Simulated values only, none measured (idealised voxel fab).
process module | voxel transistor to metal
cross-section cut | 165 nm wide | cells 5 nm
A cross-section is a grid of square cells, given in bands from the top down. A band is one or more rows of cells.
Each band's line starts with the height of the band's top and of its bottom, in nm. Then come its materials from left to right, each with its width in nm. One material with "throughout" fills the band from edge to edge. "air" is empty space.
Height 0 is the level under which the wafer as received is all one material. The lowest band goes on downwards, as in "0 down".
A width such as "30 to 40" changes by the same amount from each row of cells to the next, from the band's top row to its bottom row.
"no change" after a step means that no cell of the cross-section changed.
closed voids: empty space of 8 cells or more with no open way to the top, each as width x height at its distance from the left edge, in nm
after a step's settings: what the simulator itself notes on the step
overlay nm, on a step with a mask: how far to the right of its planned place the mask lay; to the left if negative
plan
1 op RECEIVE | material Si
2 op CONFORMAL_DEP | material SiO2 | thk nm 5
3 op CONFORMAL_DEP | material SiN | thk nm 10
4 op MASKED_ETCH | tone cover | mask id ACTIVE | width nm 110 | etch materials SiN | depth nm 10 | overlay nm 0
5 op MASKED_ETCH | tone cover | mask id ACTIVE | width nm 100 | etch materials SiO2 | depth nm 5 | overlay nm 0
6 op MASKED_ETCH | tone cover | mask id ACTIVE | width nm 110 | etch materials Si | depth nm 35 | overlay nm 0
7 op FILL_DEP | material SiO2 | thk nm 15
8 op CMP | height nm 15
9 op SELECTIVE_ETCH | etch materials SiO2 | depth nm 10
10 op STRIP | etch materials SiN
11 op SELECTIVE_ETCH | etch materials SiO2 | depth nm 5
12 op OXIDIZE | depth nm 5
13 op DIRECTIONAL_DEP | material polySi | thk nm 25
14 op DIRECTIONAL_DEP | material SiCN | thk nm 10
15 op DIRECTIONAL_DEP | material aC | thk nm 15
16 op PATTERN | tone cover | mask id GATE | material resist | width nm 20 | thk nm 30 | overlay nm 0
17 op DIRECTIONAL_ETCH | etch materials aC | depth nm 15
18 op STRIP | etch materials resist
19 op DIRECTIONAL_ETCH | etch materials SiCN | depth nm 20
20 op DIRECTIONAL_ETCH | etch materials polySi | depth nm 35
21 op STRIP | etch materials aC
22 op CONFORMAL_DEP | material SiO2 | thk nm 5
23 op DIRECTIONAL_ETCH | etch materials SiO2 | depth nm 5
24 op CONFORMAL_DEP | material SiN | thk nm 5
25 op DIRECTIONAL_ETCH | etch materials SiN | depth nm 5
26 op DIRECTIONAL_ETCH | etch materials SiO2 | depth nm 5
27 op DIRECTIONAL_ETCH | etch materials Si | depth nm 10
28 op EPI | material nSi | thk nm 15
29 op FILL_DEP | material SiO2 | thk nm 5
30 op CMP | height nm 35
31 op DIRECTIONAL_DEP | material SiO2 | thk nm 10
32 op PATTERN | tone open | mask id CONTACT | material resist | width nm 35 | pitch nm 65 | thk nm 20 | overlay nm 0
33 op DIRECTIONAL_ETCH | etch materials SiO2 | depth nm 45
34 op STRIP | etch materials resist
35 op CONFORMAL_DEP | material TiN | thk nm 5
36 op FILL_DEP | material Ru | thk nm 10
37 op CMP | height nm 45
38 op CONFORMAL_DEP | material SiN | thk nm 5
39 op DIRECTIONAL_DEP | material lowk | thk nm 20
40 op PATTERN | tone open | mask id METAL_1 | material resist | width nm 20 | pitch nm 80 | thk nm 15 | overlay nm 0
41 op DIRECTIONAL_ETCH | etch materials lowk | depth nm 20
42 op DIRECTIONAL_ETCH | etch materials SiN | depth nm 5
43 op STRIP | etch materials resist
44 op CONFORMAL_DEP | material TiN | thk nm 5
45 op FILL_DEP | material W | thk nm 5
46 op CMP | height nm 70
47 op CONFORMAL_DEP | material SiCN | thk nm 5
varied across the wafers: width nm of step 5. The plan shows the first wafer's value. All wafers start alike
first wafer as received, after step 1
  0 down: Si throughout
  closed voids: none
each wafer at the end: cells of each material gained (+) or lost (-) since it was received, then its closed voids
width nm 100 | +54 Ru | -127 Si | +41 SiCN | +39 SiN | +226 SiO2 | +70 TiN | +16 W | +100 lowk | +56 nSi | +20 polySi | closed voids: none
width nm 105 | +54 Ru | -127 Si | +41 SiCN | +39 SiN | +226 SiO2 | +70 TiN | +16 W | +100 lowk | +56 nSi | +20 polySi | closed voids: none
width nm 110 | +54 Ru | -127 Si | +41 SiCN | +39 SiN | +226 SiO2 | +70 TiN | +16 W | +100 lowk | +56 nSi | +20 polySi | closed voids: none
width nm 115 | +54 Ru | -123 Si | +41 SiCN | +39 SiN | +219 SiO2 | +70 TiN | +16 W | +100 lowk | +59 nSi | +20 polySi | closed voids: none
width nm 120 | +54 Ru | -119 Si | +41 SiCN | +39 SiN | +212 SiO2 | +70 TiN | +16 W | +100 lowk | +62 nSi | +20 polySi | closed voids: none
width nm 125 | +54 Ru | -115 Si | +41 SiCN | +39 SiN | +205 SiO2 | +70 TiN | +16 W | +100 lowk | +65 nSi | +20 polySi | closed voids: none
